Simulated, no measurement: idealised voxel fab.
process module | voxel released beams
cross-section cut | 225 nm wide | cells 5 nm
A cross-section is a grid of square cells, given in bands from the top down. A band is one or more rows of cells.
Each band's line starts with the height of the band's top and of its bottom, in nm. Then come its materials from left to right, each with its width in nm. One material with "throughout" fills the band from edge to edge. "air" is empty space.
Height 0 is the level under which the wafer as received is all one material. The lowest band goes on downwards, as in "0 down".
A width such as "30 to 40" changes by the same amount from each row of cells to the next, from the band's top row to its bottom row.
"no change" after a step means that no cell of the cross-section changed.
closed voids: empty space of 8 cells or more with no open way to the top, each as width x height at its distance from the left edge, in nm
after a step's settings: what the simulator itself notes on the step
overlay nm, on a step with a mask: how far to the right of its planned place the mask lay; to the left if negative
plan
1 op RECEIVE | material Si
2 op CONFORMAL_DEP | material Al2O3 | thk nm 5
3 op DIRECTIONAL_DEP | material SiO2 | thk nm 15
4 op DIRECTIONAL_DEP | material aC | thk nm 10
5 op PATTERN | tone open | mask id ANCHOR | material resist | width nm 30 | thk nm 25 | overlay nm 0
6 op DIRECTIONAL_ETCH | etch materials aC | depth nm 10
7 op STRIP | etch materials resist
8 op DIRECTIONAL_ETCH | etch materials SiO2 | depth nm 15
9 op STRIP | etch materials aC
10 op CONFORMAL_DEP | material W | thk nm 10
11 op DIRECTIONAL_DEP | material aC | thk nm 15
12 op PATTERN | tone cover | mask id BEAM | material resist | width nm 95 | thk nm 30 | overlay nm 0
13 op DIRECTIONAL_ETCH | etch materials aC | depth nm 15
14 op STRIP | etch materials resist
15 op DIRECTIONAL_ETCH | etch materials W | depth nm 10
16 op STRIP | etch materials aC
17 op STRIP | etch materials SiO2
as received, after step 1
  0 down: Si throughout
  closed voids: none
a wafer at the end: this start, this plan, one mistake
  30 to 20: air 60 | W 45 | air 120
  20 to 15: air 55 | W 10 | SiO2 30 | W 10 | air 120
  15 to 5: air 55 | W 10 | SiO2 30 | W 60 | air 70
  5 to 0: Al2O3 throughout
  0 down: Si throughout
  closed voids: none
what went wrong: step 5 ran as: op PATTERN | tone cover | mask id ANCHOR | material resist | width nm 30 | thk nm 25 | overlay nm 0
